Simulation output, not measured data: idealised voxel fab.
Documented hereafter: the process module known as voxel released beams.
This is section cut - it's 285 nm across, gridded in 5 nm square cells.
Cross-section layout: square cells on a grid; listed as bands, top to bottom; a band spans one or more cell rows. In this notation a band is specified by the heights of its top and bottom, in that order and in nm, after which its materials appear from left to right, each paired with its width in nm. The word "edge to edge" attached to a single material means that material fills the band from edge to edge; the word "air" stands for empty space. Measure heights from 0. That's the level where, below it, the as-received wafer is all one material. The lowest band is bottomless and extends downward; write it as in "top 0, no bottom". Read "30..40" as a graded width: first number on top, second number at the bottom, same change between each pair of neighbouring rows. Basically "no alteration" means that step didn't change any cell in the cross-section. Cavities, closed: empty space of 8 cells or more with no open way to the top, each as width x height at its distance from the left edge, in nm. It should be noted that, on the line of a given step, the content following the step's settings is a remark produced by the simulator itself with respect to that step. "overlay nm", when on a step's line for a step with a mask, measures how far to the right of its planned place the mask lay; a negative measure means to the left.

List of planned process steps:
| 1 | RECEIVE, material Si |
| 2 | CONFORMAL_DEP, material SiN, thk nm 5 |
| 3 | DIRECTIONAL_DEP, material SiO2, thk nm 15 |
| 4 | PATTERN, tone open, mask id ANCHOR, material resist, width nm 35, thk nm 20, overlay nm 0 |
| 5 | DIRECTIONAL_ETCH, etch materials SiO2, depth nm 15 |
| 6 | STRIP, etch materials resist |
| 7 | CONFORMAL_DEP, material polySi, thk nm 15 |
| 8 | DIRECTIONAL_DEP, material aC, thk nm 15 |
| 9 | PATTERN, tone cover, mask id BEAM, material resist, width nm 100, thk nm 30, overlay nm 0 |
| 10 | DIRECTIONAL_ETCH, etch materials aC, depth nm 15 |
| 11 | STRIP, etch materials resist |
| 12 | DIRECTIONAL_ETCH, etch materials polySi, depth nm 15 |
| 13 | STRIP, etch materials aC |
| 14 | STRIP, etch materials SiO2 |

First wafer of two (run as planned):

Delivered wafer in cross-section: state after step 1:
	top 0, no bottom = Si edge to edge
	Cavities, closed: none

So this is the wafer cross-section right after step 2:
	top 5, bottom 0 = SiN edge to edge
	At heights below 0, the structure remains unaltered.

So this is the wafer cross-section right after step 3:
	top 20, bottom 5 = SiO2 edge to edge
	At heights below 5, the structure remains unaltered.

So this is the wafer cross-section right after step 4:
	top 40, bottom 20 = resist (95) | air (35) | resist (155)
	At heights below 20, the structure remains unaltered.

So this is the wafer cross-section right after step 5:
	top 40, bottom 20 = resist (95) | air (35) | resist (155)
	top 20, bottom 5 = SiO2 (95) | air (35) | SiO2 (155)
	At heights below 5, the structure remains unaltered.

So this is the wafer cross-section right after step 6:
	top 20, bottom 5 = SiO2 (95) | air (35) | SiO2 (155)
	At heights below 5, the structure remains unaltered.

So this is the wafer cross-section right after step 7:
	top 35, bottom 20 = polySi (110) | air (5) | polySi (170)
	top 20, bottom 5 = SiO2 (95) | polySi (35) | SiO2 (155)
	At heights below 5, the structure remains unaltered.

So this is the wafer cross-section right after step 8:
	top 50, bottom 35 = aC (110) | air (5) | aC (170)
	top 35, bottom 20 = polySi (110) | aC (5) | polySi (170)
	At heights below 20, the structure remains unaltered.

So this is the wafer cross-section right after step 9:
	top 80, bottom 50 = air (90) | resist (100) | air (95)
	top 50, bottom 35 = aC (110) | resist (5) | aC (170)
	At heights below 35, the structure remains unaltered.

So this is the wafer cross-section right after step 10:
	top 65, bottom 50 = air (90) | resist (100) | air (95)
	top 50, bottom 35 = air (90) | aC (20) | resist (5) | aC (75) | air (95)
	At heights below 35, the structure remains unaltered.

So this is the wafer cross-section right after step 11:
	top 50, bottom 35 = air (90) | aC (20) | air (5) | aC (75) | air (95)
	At heights below 35, the structure remains unaltered.

So this is the wafer cross-section right after step 12:
	top 50, bottom 35 = air (90) | aC (20) | air (5) | aC (75) | air (95)
	top 35, bottom 20 = air (90) | polySi (20) | aC (5) | polySi (75) | air (95)
	At heights below 20, the structure remains unaltered.

So this is the wafer cross-section right after step 13:
	top 35, bottom 20 = air (90) | polySi (20) | air (5) | polySi (75) | air (95)
	At heights below 20, the structure remains unaltered.

So this is the wafer cross-section right after step 14:
	top 35, bottom 20 = air (90) | polySi (20) | air (5) | polySi (75) | air (95)
	top 20, bottom 5 = air (95) | polySi (35) | air (155)
	At heights below 5, the structure remains unaltered.

Second wafer: same start and same plan as the first, one execution error; identical to the first through step 6:

when step 7 should have ended:
	top 50, bottom 20 = polySi edge to edge
	top 20, bottom 5 = SiO2 (95) | polySi (35) | SiO2 (155)
	At heights below 5, the structure remains unaltered.

when step 8 should have ended:
	top 65, bottom 50 = aC edge to edge
	At heights below 50, the structure remains unaltered.

when step 9 should have ended:
	top 95, bottom 65 = air (90) | resist (100) | air (95)
	At heights below 65, the structure remains unaltered.

when step 10 should have ended:
	top 80, bottom 65 = air (90) | resist (100) | air (95)
	top 65, bottom 50 = air (90) | aC (100) | air (95)
	At heights below 50, the structure remains unaltered.

when step 11 should have ended:
	top 65, bottom 50 = air (90) | aC (100) | air (95)
	At heights below 50, the structure remains unaltered.

when step 12 should have ended:
	top 65, bottom 50 = air (90) | aC (100) | air (95)
	top 50, bottom 35 = air (90) | polySi (100) | air (95)
	At heights below 35, the structure remains unaltered.

when step 13 should have ended:
	top 50, bottom 35 = air (90) | polySi (100) | air (95)
	At heights below 35, the structure remains unaltered.

when step 14 should have ended: no alteration
Where did the run depart from the plan? the plan had its step 7 run twice
Final cells, second wafer relative to first, materials higher or lower: SiO2: 150 more; polySi: 174 more
